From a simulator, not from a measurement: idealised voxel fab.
process module | voxel quadruple lines
cross-section cut | 230 nm wide | cells 5 nm
A cross-section is a grid of square cells, given in bands from the top down. A band is one or more rows of cells.
Each band's line starts with the height of the band's top and of its bottom, in nm. Then come its materials from left to right, each with its width in nm. One material with "throughout" fills the band from edge to edge. "air" is empty space.
Height 0 is the level under which the wafer as received is all one material. The lowest band goes on downwards, as in "0 down".
A width such as "30 to 40" changes by the same amount from each row of cells to the next, from the band's top row to its bottom row.
"no change" after a step means that no cell of the cross-section changed.
closed voids: empty space of 8 cells or more with no open way to the top, each as width x height at its distance from the left edge, in nm
after a step's settings: what the simulator itself notes on the step
overlay nm, on a step with a mask: how far to the right of its planned place the mask lay; to the left if negative
plan
1 op RECEIVE | material Si
2 op CONFORMAL_DEP | material SiO2 | thk nm 5
3 op DIRECTIONAL_DEP | material TiN | thk nm 10
4 op DIRECTIONAL_DEP | material polySi | thk nm 15
5 op DIRECTIONAL_DEP | material aC | thk nm 20
6 op PATTERN | tone cover | mask id MANDREL | material resist | width nm 25 | thk nm 25 | overlay nm 0
7 op DIRECTIONAL_ETCH | etch materials aC | depth nm 20
8 op STRIP | etch materials resist
9 op CONFORMAL_DEP | material SiO2 | thk nm 15
10 op DIRECTIONAL_ETCH | etch materials SiO2 | depth nm 15
11 op STRIP | etch materials aC
12 op DIRECTIONAL_ETCH | etch materials polySi | depth nm 15
13 op STRIP | etch materials SiO2
14 op CONFORMAL_DEP | material SiCN | thk nm 5
15 op DIRECTIONAL_ETCH | etch materials SiCN | depth nm 5
16 op STRIP | etch materials polySi
17 op DIRECTIONAL_ETCH | etch materials TiN | depth nm 10
18 op STRIP | etch materials SiCN
19 op FILL_DEP | material SiO2 | thk nm 5
20 op CMP | height nm 15
as received, after step 1
  0 down: Si throughout
  closed voids: none
a wafer at the end: this start, this plan, one mistake
  15 to 5: polySi throughout
  5 to 0: SiO2 throughout
  0 down: Si throughout
  closed voids: none
what went wrong: steps 3 and 4 were swapped
